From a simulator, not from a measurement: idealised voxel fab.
The process module that follows is named voxel lift off.
In the cross-section labelled cut, the width is 145 nm and each square cell is 5 nm.
Heads up, the way a cross-section reads in here is a grid of square cells, handed over as bands from the top down, with every band being one or more rows of cells.
Read a band's entry like this: the first values are the height of its top and the height of its bottom in nm, and what follows is the sequence of materials from left to right, each with its width in nm. Note that "empty" is empty space, and that a single material marked "edge to edge" reaches across the band from edge to edge.
All heights in this document are referenced to 0, defined as the level beneath which the wafer, as received, consists entirely of one material. The lowest band is not bounded below; it extends indefinitely downward and is written in the form "top 0, no bottom".
Graded width ("30..40"): value in top row of band = first number; value in bottom row = second number; row-to-row change constant.
Where a step carries "nothing different", the cross-section came out of it unchanged, cell for cell.
Empty spaces counting at least 8 cells and having no open way to the top are listed in "Sealed void list". The notation width x height at distance is used for each, the distance being from the left edge and all three values in nm.
Where a step's line continues beyond its settings, the continuation is a remark by the simulator itself on that step.
overlay nm: on a step with a mask, how far right of its planned place the mask lay; negative means left.
### Planned step list for the process
1,RECEIVE with material Si
2,CONFORMAL_DEP with material SiO2, thk nm 15
3,PATTERN with tone open, mask id LINES, material resist, width nm 20, pitch nm 50, thk nm 20, overlay nm -15
4,DIRECTIONAL_DEP with material Ru, thk nm 10
5,STRIP with etch materials resist
6,CONFORMAL_DEP with material SiN, thk nm 10
Variable across wafers: step 3 overlay nm (plan value is that of the first wafer; starting state common to all).
### This is how the first of several wafers looked in cross-section when it arrived, which is after step 1
    top 0, no bottom: Si edge to edge
    Sealed void list: none
### Here's the first of several wafers in cross-section, end of the module, after the last step, step 6
    top 35, bottom 25: empty=10, SiN=40, empty=10, SiN=40, empty=45
    top 25, bottom 15: SiN=20, Ru=20, SiN=30, Ru=20, SiN=55
    top 15, bottom 0: SiO2 edge to edge
    top 0, no bottom: Si edge to edge
    Sealed void list: none
### Last wafer of the set, cross-sectioned at end of module
    top 35, bottom 25: empty=40, SiN=40, empty=10, SiN=40, empty=15
    top 25, bottom 15: SiN=50, Ru=20, SiN=30, Ru=20, SiN=25
    top 15, bottom 0: SiO2 edge to edge
    top 0, no bottom: Si edge to edge
    Sealed void list: none
### Heads up, this table goes wafer by wafer. A row tells you, at the end of the module, how many cells of each material that wafer has put on (+) or dropped (-) since it was received, and then its closed voids
overlay nm -15 | +16 Ru | +74 SiN | +87 SiO2 | Sealed void list: none
overlay nm -10 | +16 Ru | +74 SiN | +87 SiO2 | Sealed void list: none
overlay nm -5 | +16 Ru | +74 SiN | +87 SiO2 | Sealed void list: none
overlay nm 0 | +16 Ru | +74 SiN | +87 SiO2 | Sealed void list: none
overlay nm 5 | +16 Ru | +74 SiN | +87 SiO2 | Sealed void list: none
overlay nm 10 | +16 Ru | +74 SiN | +87 SiO2 | Sealed void list: none
overlay nm 15 | +16 Ru | +74 SiN | +87 SiO2 | Sealed void list: none
